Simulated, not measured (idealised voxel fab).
process module | voxel self aligned contacts
cross-section cut | 250 nm wide | cells 5 nm
A cross-section is a grid of square cells, given in bands from the top down. A band is one or more rows of cells.
Each band's line starts with the height of the band's top and of its bottom, in nm. Then come its materials from left to right, each with its width in nm. One material with "throughout" fills the band from edge to edge. "air" is empty space.
Height 0 is the level under which the wafer as received is all one material. The lowest band goes on downwards, as in "0 down".
A width such as "30 to 40" changes by the same amount from each row of cells to the next, from the band's top row to its bottom row.
"no change" after a step means that no cell of the cross-section changed.
closed voids: empty space of 8 cells or more with no open way to the top, each as width x height at its distance from the left edge, in nm
after a step's settings: what the simulator itself notes on the step
overlay nm, on a step with a mask: how far to the right of its planned place the mask lay; to the left if negative
plan
1 op RECEIVE | material Si
2 op OXIDIZE | depth nm 5
3 op DIRECTIONAL_DEP | material polySi | thk nm 25
4 op DIRECTIONAL_DEP | material SiN | thk nm 20
5 op DIRECTIONAL_DEP | material aC | thk nm 15
6 op PATTERN | tone cover | mask id GATE | material resist | width nm 30 | pitch nm 75 | thk nm 30 | overlay nm 0
7 op DIRECTIONAL_ETCH | etch materials aC | depth nm 15
8 op STRIP | etch materials resist
9 op DIRECTIONAL_ETCH | etch materials SiN | depth nm 20
10 op DIRECTIONAL_ETCH | etch materials polySi | depth nm 25
11 op STRIP | etch materials aC
12 op CONFORMAL_DEP | material SiN | thk nm 10
13 op DIRECTIONAL_ETCH | etch materials SiN | depth nm 10
14 op FILL_DEP | material SiO2 | thk nm 15
15 op CMP | height nm 55
16 op DIRECTIONAL_DEP | material aC | thk nm 15
17 op PATTERN | tone open | mask id CONTACT | material resist | width nm 55 | thk nm 30 | overlay nm 0
18 op DIRECTIONAL_ETCH | etch materials aC | depth nm 15
19 op STRIP | etch materials resist
20 op DIRECTIONAL_ETCH | etch materials SiO2 | depth nm 60
21 op STRIP | etch materials aC
22 op CONFORMAL_DEP | material TiN | thk nm 5
23 op FILL_DEP | material W | thk nm 5
24 op CMP | height nm 55
25 op CONFORMAL_DEP | material SiCN | thk nm 5
first wafer, as planned
as received, after step 1
  0 down: Si throughout
  closed voids: none
after step 2
  0 to -5: SiO2 throughout
  below -5: unchanged
after step 3
  25 to 0: polySi throughout
  below 0: unchanged
after step 4
  45 to 25: SiN throughout
  below 25: unchanged
after step 5
  60 to 45: aC throughout
  below 45: unchanged
after step 6
  90 to 60: air 70 | resist 30 | air 45 | resist 30 | air 75
  below 60: unchanged
after step 7
  75 to 60: air 70 | resist 30 | air 45 | resist 30 | air 75
  60 to 45: air 70 | aC 30 | air 45 | aC 30 | air 75
  below 45: unchanged
after step 8
  60 to 45: air 70 | aC 30 | air 45 | aC 30 | air 75
  below 45: unchanged
after step 9
  60 to 45: air 70 | aC 30 | air 45 | aC 30 | air 75
  45 to 25: air 70 | SiN 30 | air 45 | SiN 30 | air 75
  below 25: unchanged
after step 10
  60 to 45: air 70 | aC 30 | air 45 | aC 30 | air 75
  45 to 25: air 70 | SiN 30 | air 45 | SiN 30 | air 75
  25 to 0: air 70 | polySi 30 | air 45 | polySi 30 | air 75
  below 0: unchanged
after step 11
  45 to 25: air 70 | SiN 30 | air 45 | SiN 30 | air 75
  below 25: unchanged
after step 12
  55 to 25: air 60 | SiN 50 | air 25 | SiN 50 | air 65
  25 to 10: air 60 | SiN 10 | polySi 30 | SiN 10 | air 25 | SiN 10 | polySi 30 | SiN 10 | air 65
  10 to 0: SiN 70 | polySi 30 | SiN 45 | polySi 30 | SiN 75
  below 0: unchanged
after step 13
  45 to 25: air 60 | SiN 50 | air 25 | SiN 50 | air 65
  25 to 0: air 60 | SiN 10 | polySi 30 | SiN 10 | air 25 | SiN 10 | polySi 30 | SiN 10 | air 65
  below 0: unchanged
after step 14
  60 to 45: SiO2 throughout
  45 to 25: SiO2 60 | SiN 50 | SiO2 25 | SiN 50 | SiO2 65
  25 to 0: SiO2 60 | SiN 10 | polySi 30 | SiN 10 | SiO2 25 | SiN 10 | polySi 30 | SiN 10 | SiO2 65
  below 0: unchanged
after step 15
  55 to 45: SiO2 throughout
  below 45: unchanged
after step 16
  70 to 55: aC throughout
  below 55: unchanged
after step 17
  100 to 70: resist 95 | air 55 | resist 100
  below 70: unchanged
after step 18
  85 to 70: resist 95 | air 55 | resist 100
  70 to 55: aC 95 | air 55 | aC 100
  below 55: unchanged
after step 19
  70 to 55: aC 95 | air 55 | aC 100
  below 55: unchanged
after step 20
  70 to 55: aC 95 | air 55 | aC 100
  55 to 45: SiO2 95 | air 55 | SiO2 100
  45 to 25: SiO2 60 | SiN 50 | air 25 | SiN 50 | SiO2 65
  25 to 0: SiO2 60 | SiN 10 | polySi 30 | SiN 10 | air 25 | SiN 10 | polySi 30 | SiN 10 | SiO2 65
  0 to -5: SiO2 110 | air 25 | SiO2 115
  below -5: unchanged
after step 21
  55 to 45: SiO2 95 | air 55 | SiO2 100
  below 45: unchanged
after step 22
  60 to 55: TiN 100 | air 45 | TiN 105
  55 to 45: SiO2 95 | TiN 5 to 20 | air 45 to 15 | TiN 5 to 20 | SiO2 100
  45 to 25: SiO2 60 | SiN 50 | TiN 5 | air 15 | TiN 5 | SiN 50 | SiO2 65
  25 to 0: SiO2 60 | SiN 10 | polySi 30 | SiN 10 | TiN 5 | air 15 | TiN 5 | SiN 10 | polySi 30 | SiN 10 | SiO2 65
  0 to -5: SiO2 110 | TiN 25 | SiO2 115
  below -5: unchanged
after step 23
  65 to 60: W throughout
  60 to 55: TiN 100 | W 45 | TiN 105
  55 to 45: SiO2 95 | TiN 5 to 20 | W 45 to 15 | TiN 5 to 20 | SiO2 100
  45 to 25: SiO2 60 | SiN 50 | TiN 5 | W 15 | TiN 5 | SiN 50 | SiO2 65
  25 to 0: SiO2 60 | SiN 10 | polySi 30 | SiN 10 | TiN 5 | W 15 | TiN 5 | SiN 10 | polySi 30 | SiN 10 | SiO2 65
  below 0: unchanged
after step 24
  55 to 45: SiO2 95 | TiN 5 to 20 | W 45 to 15 | TiN 5 to 20 | SiO2 100
  below 45: unchanged
after step 25
  60 to 55: SiCN throughout
  below 55: unchanged
second wafer: like start, like plan, one mistake. Through step 16 it matches the first wafer
when step 17 should have ended
  100 to 70: resist 100 | air 45 | resist 105
  below 70: unchanged
when step 18 should have ended
  85 to 70: resist 100 | air 45 | resist 105
  70 to 55: aC 100 | air 45 | aC 105
  below 55: unchanged
when step 19 should have ended
  70 to 55: aC 100 | air 45 | aC 105
  below 55: unchanged
when step 20 should have ended
  70 to 55: aC 100 | air 45 | aC 105
  55 to 45: SiO2 100 | air 45 | SiO2 105
  45 to 25: SiO2 60 | SiN 50 | air 25 | SiN 50 | SiO2 65
  25 to 0: SiO2 60 | SiN 10 | polySi 30 | SiN 10 | air 25 | SiN 10 | polySi 30 | SiN 10 | SiO2 65
  0 to -5: SiO2 110 | air 25 | SiO2 115
  below -5: unchanged
when step 21 should have ended
  55 to 45: SiO2 100 | air 45 | SiO2 105
  below 45: unchanged
when step 22 should have ended
  60 to 55: TiN 105 | air 35 | TiN 110
  55 to 45: SiO2 100 | TiN 5 to 15 | air 35 to 15 | TiN 5 to 15 | SiO2 105
  45 to 25: SiO2 60 | SiN 50 | TiN 5 | air 15 | TiN 5 | SiN 50 | SiO2 65
  25 to 0: SiO2 60 | SiN 10 | polySi 30 | SiN 10 | TiN 5 | air 15 | TiN 5 | SiN 10 | polySi 30 | SiN 10 | SiO2 65
  0 to -5: SiO2 110 | TiN 25 | SiO2 115
  below -5: unchanged
when step 23 should have ended
  65 to 60: W throughout
  60 to 55: TiN 105 | W 35 | TiN 110
  55 to 45: SiO2 100 | TiN 5 to 15 | W 35 to 15 | TiN 5 to 15 | SiO2 105
  45 to 25: SiO2 60 | SiN 50 | TiN 5 | W 15 | TiN 5 | SiN 50 | SiO2 65
  25 to 0: SiO2 60 | SiN 10 | polySi 30 | SiN 10 | TiN 5 | W 15 | TiN 5 | SiN 10 | polySi 30 | SiN 10 | SiO2 65
  below 0: unchanged
when step 24 should have ended
  55 to 45: SiO2 100 | TiN 5 to 15 | W 35 to 15 | TiN 5 to 15 | SiO2 105
  below 45: unchanged
when step 25 should have ended
  60 to 55: SiCN throughout
  below 55: unchanged
what went wrong: step 17 ran as: op PATTERN | tone open | mask id CONTACT | material resist | width nm 45 | thk nm 30 | overlay nm 0
at the end the second wafer has, in cells: 4 more of SiO2 | 2 fewer of TiN | 2 fewer of W
